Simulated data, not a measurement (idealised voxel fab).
Process module under the name voxel wiring stack
Cross-section cut spans 170 nm and uses square cells 5 nm in size.
Notation: cross-section as square-cell grid; stated in bands, top first, going down; one or more cell rows per band. This entry defines a band. It first specifies the height of the band's top and the height of its bottom in nm, and then specifies the band's materials from left to right, stating each material with its width in nm. The word "full width" identifies a single material that fills the band from edge to edge, while the word "empty" identifies empty space. Counting heights begins at 0, where everything beneath is, in the wafer as received, one material. The lowest band has no bottom; it goes on downwards, as "0 -> down" shows. With a width like "30..40", each row of cells in the band differs from the next by the same amount, the top row carrying the first number and the bottom row the second. The designation "changes: none", where it is given for a processing step, indicates that no cell of the cross-section was altered in the course of that step. Heads up: "Enclosed void catalog" only lists the empty pockets with no open path to the top that are 8 cells or more, and it writes them as width x height at distance, distance from the left edge, in nm. Anything after a step's settings on that line? It's the simulator's own note about the step. overlay nm, on a step with a mask: how far to the right of its planned place the mask lay; to the left if negative.

## This section lists the process steps that were planned
1) RECEIVE, material Si
2) CONFORMAL_DEP, material SiO2, thk nm 15
3) DIRECTIONAL_DEP, material TiN, thk nm 5
4) DIRECTIONAL_DEP, material W, thk nm 25
5) MASKED_ETCH, tone cover, mask id METAL_1, width nm 30, pitch nm 45, etch materials W, depth nm 25, overlay nm 0
6) MASKED_ETCH, tone cover, mask id METAL_1, width nm 30, pitch nm 45, etch materials TiN, depth nm 5, overlay nm 0
7) CONFORMAL_DEP, material SiCN, thk nm 5
8) FILL_DEP, material SiO2, thk nm 5
9) CMP, height nm 45
10) CONFORMAL_DEP, material SiCN, thk nm 5
11) DIRECTIONAL_DEP, material SiO2, thk nm 30
12) DIRECTIONAL_DEP, material aC, thk nm 15
13) PATTERN, tone open, mask id METAL_2_HOLES, material resist, width nm 15, pitch nm 90, thk nm 35, overlay nm 0
14) DIRECTIONAL_ETCH, etch materials aC, depth nm 15
15) STRIP, etch materials resist
16) DIRECTIONAL_ETCH, etch materials SiO2, depth nm 30
17) STRIP, etch materials aC
18) PATTERN, tone open, mask id METAL_2, material resist, width nm 30, pitch nm 45, thk nm 15, overlay nm 0
19) DIRECTIONAL_ETCH, etch materials SiO2, depth nm 15
20) DIRECTIONAL_ETCH, etch materials SiCN, depth nm 5
21) STRIP, etch materials resist
22) CONFORMAL_DEP, material TiN, thk nm 5
23) FILL_DEP, material Ru, thk nm 10
24) CMP, height nm 80
25) CONFORMAL_DEP, material SiCN, thk nm 5

## Cross-sectional view of the wafer in its as-received condition, corresponding to the state after step 1
0 -> down: Si full width
Enclosed void catalog: none

## Module complete - cross-section of the first of two wafers, run according to plan
85 -> 80: SiCN full width
80 -> 70: SiO2=25  TiN=5  Ru=20  TiN=5  SiO2=15  TiN=5  Ru=20  TiN=5  SiO2=15  TiN=5  Ru=20  TiN=5  SiO2=25
70 -> 65: SiO2=25  TiN=5  Ru=5  TiN=20  SiO2=15  TiN=30  SiO2=15  TiN=5  Ru=5  TiN=20  SiO2=25
65 -> 50: SiO2=25  TiN=5  Ru=5  TiN=5  SiO2=75  TiN=5  Ru=5  TiN=5  SiO2=40
50 -> 45: SiCN=25  TiN=15  SiCN=75  TiN=15  SiCN=40
45 -> 20: SiO2=20  SiCN=5  W=30  SiCN=5  SiO2=5  SiCN=5  W=30  SiCN=5  SiO2=5  SiCN=5  W=30  SiCN=5  SiO2=20
20 -> 15: SiCN=25  TiN=30  SiCN=15  TiN=30  SiCN=15  TiN=30  SiCN=25
15 -> 0: SiO2 full width
0 -> down: Si full width
Enclosed void catalog: none

## Wafer two, sectioned after the module: the first wafer's start, the first wafer's plan, and one mistake in how it was run
100 -> 95: SiCN full width
95 -> 85: Ru full width
85 -> 80: TiN=30  Ru=20  TiN=25  Ru=20  TiN=25  Ru=20  TiN=30
80 -> 70: SiO2=25  TiN=5  Ru=20  TiN=5  SiO2=15  TiN=5  Ru=20  TiN=5  SiO2=15  TiN=5  Ru=20  TiN=5  SiO2=25
70 -> 65: SiO2=25  TiN=5  Ru=5  TiN=20  SiO2=15  TiN=30  SiO2=15  TiN=5  Ru=5  TiN=20  SiO2=25
65 -> 50: SiO2=25  TiN=5  Ru=5  TiN=5  SiO2=75  TiN=5  Ru=5  TiN=5  SiO2=40
50 -> 45: SiCN=25  TiN=15  SiCN=75  TiN=15  SiCN=40
45 -> 20: SiO2=20  SiCN=5  W=30  SiCN=5  SiO2=5  SiCN=5  W=30  SiCN=5  SiO2=5  SiCN=5  W=30  SiCN=5  SiO2=20
20 -> 15: SiCN=25  TiN=30  SiCN=15  TiN=30  SiCN=15  TiN=30  SiCN=25
15 -> 0: SiO2 full width
0 -> down: Si full width
Enclosed void catalog: none
It is concluded that the wafer was processed incorrectly with respect to the plan, in that execution of step 24 of the plan did not take place, the step having been omitted
At the finish, the second wafer shows more or fewer cells for some materials than the first does: Ru: 80 more; TiN: 22 more
